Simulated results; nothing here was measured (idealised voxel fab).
Process module under the name voxel double patterning
Square cells of 5 nm make up the cross-section cut, whose width is 215 nm.
Think of the cross-section as a grid of square cells. We describe it in bands, top to bottom, and each band covers one or more rows of those cells. Top height, bottom height, nm. Materials left to right, width each, nm. Single material + "edge to edge" = fills band edge to edge. "blank" = empty. Basically, 0 is our baseline, since under it the wafer straight out of the box is all one material. The bottom band has no lower end and keeps on going down, so it looks like "0 nm and below". Think of "30 to 40" as a width that walks from the first number to the second as you go down the band, top row to bottom row, taking equal-sized steps from row to row. When a step is marked "stayed the same", none of the cells in the cross-section changed during that step. "Voids, fully enclosed" enumerates empty spaces isolated from the top, with no open way to it, that contain at least 8 cells, giving each as width x height at distance from the left edge, all three in nm. Text after the settings on a step's line: the simulator's own remark on that step. A step's line can hold "overlay nm"; with a mask on that step, the setting says how far right of the planned place the mask lay, while a negative setting says it lay to the left.
Steps planned for the process:
step 1: RECEIVE,material Si
step 2: CONFORMAL_DEP,material SiO2,thk nm 10
step 3: DIRECTIONAL_DEP,material polySi,thk nm 10
step 4: DIRECTIONAL_DEP,material SiN,thk nm 5
step 5: DIRECTIONAL_DEP,material aC,thk nm 15
step 6: PATTERN,tone open,mask id FIRST,material resist,width nm 15,pitch nm 50,thk nm 30,overlay nm 0
step 7: DIRECTIONAL_ETCH,etch materials aC,depth nm 15
step 8: STRIP,etch materials resist
step 9: DIRECTIONAL_ETCH,etch materials SiN,depth nm 5
step 10: STRIP,etch materials aC
step 11: MASKED_ETCH,tone open,mask id SECOND,width nm 15,etch materials SiN,depth nm 5,overlay nm 0
step 12: DIRECTIONAL_ETCH,etch materials polySi,depth nm 10
step 13: STRIP,etch materials SiN
The following pertains to the first of two wafers, which was processed as planned:
Here's what the wafer looked like in cross-section when it arrived - that's after step 1:
	0 nm and below  Si edge to edge
	Voids, fully enclosed: none
The wafer, seen in cross-section, after step 2:
	10 nm to 0 nm  SiO2 edge to edge
	Under the height 0 nothing was changed.
The wafer, seen in cross-section, after step 3:
	20 nm to 10 nm  polySi edge to edge
	Under the height 10 nothing was changed.
The wafer, seen in cross-section, after step 4:
	25 nm to 20 nm  SiN edge to edge
	Under the height 20 nothing was changed.
The wafer, seen in cross-section, after step 5:
	40 nm to 25 nm  aC edge to edge
	Under the height 25 nothing was changed.
The wafer, seen in cross-section, after step 6:
	70 nm to 40 nm  resist=75, blank=15, resist=35, blank=15, resist=75
	Under the height 40 nothing was changed.
The wafer, seen in cross-section, after step 7:
	55 nm to 40 nm  resist=75, blank=15, resist=35, blank=15, resist=75
	40 nm to 25 nm  aC=75, blank=15, aC=35, blank=15, aC=75
	Under the height 25 nothing was changed.
The wafer, seen in cross-section, after step 8:
	40 nm to 25 nm  aC=75, blank=15, aC=35, blank=15, aC=75
	Under the height 25 nothing was changed.
The wafer, seen in cross-section, after step 9:
	40 nm to 25 nm  aC=75, blank=15, aC=35, blank=15, aC=75
	25 nm to 20 nm  SiN=75, blank=15, SiN=35, blank=15, SiN=75
	Under the height 20 nothing was changed.
The wafer, seen in cross-section, after step 10:
	25 nm to 20 nm  SiN=75, blank=15, SiN=35, blank=15, SiN=75
	Under the height 20 nothing was changed.
The wafer, seen in cross-section, after step 11:
	25 nm to 20 nm  SiN=75, blank=15, SiN=10, blank=15, SiN=10, blank=15, SiN=75
	Under the height 20 nothing was changed.
The wafer, seen in cross-section, after step 12:
	25 nm to 20 nm  SiN=75, blank=15, SiN=10, blank=15, SiN=10, blank=15, SiN=75
	20 nm to 10 nm  polySi=75, blank=15, polySi=10, blank=15, polySi=10, blank=15, polySi=75
	Under the height 10 nothing was changed.
The wafer, seen in cross-section, after step 13:
	20 nm to 10 nm  polySi=75, blank=15, polySi=10, blank=15, polySi=10, blank=15, polySi=75
	Under the height 10 nothing was changed.
Wafer two: like wafer one in start and plan, but with one mistake in execution; identical up to and including step 5:
The second wafer cut through, at the time step 6 was supposed to be finished:
	70 nm to 40 nm  blank=75, resist=15, blank=35, resist=15, blank=75
	Under the height 40 nothing was changed.
The second wafer cut through, at the time step 7 was supposed to be finished:
	55 nm to 40 nm  blank=75, resist=15, blank=35, resist=15, blank=75
	40 nm to 25 nm  blank=75, aC=15, blank=35, aC=15, blank=75
	Under the height 25 nothing was changed.
The second wafer cut through, at the time step 8 was supposed to be finished:
	40 nm to 25 nm  blank=75, aC=15, blank=35, aC=15, blank=75
	Under the height 25 nothing was changed.
The second wafer cut through, at the time step 9 was supposed to be finished:
	40 nm to 25 nm  blank=75, aC=15, blank=35, aC=15, blank=75
	25 nm to 20 nm  blank=75, SiN=15, blank=35, SiN=15, blank=75
	Under the height 20 nothing was changed.
The second wafer cut through, at the time step 10 was supposed to be finished:
	25 nm to 20 nm  blank=75, SiN=15, blank=35, SiN=15, blank=75
	Under the height 20 nothing was changed.
The second wafer cut through, at the time step 11 was supposed to be finished: stayed the same
The second wafer cut through, at the time step 12 was supposed to be finished:
	25 nm to 20 nm  blank=75, SiN=15, blank=35, SiN=15, blank=75
	20 nm to 10 nm  blank=75, polySi=15, blank=35, polySi=15, blank=75
	Under the height 10 nothing was changed.
The second wafer cut through, at the time step 13 was supposed to be finished:
	20 nm to 10 nm  blank=75, polySi=15, blank=35, polySi=15, blank=75
	Under the height 10 nothing was changed.
Want to know what went wrong? step 6 ran with different settings than intended, the actual operation and settings being PATTERN,tone cover,mask id FIRST,material resist,width nm 15,pitch nm 50,thk nm 30,overlay nm 0
FYI, end of process, the second wafer has more or fewer cells of some materials than the first: 56 fewer of polySi
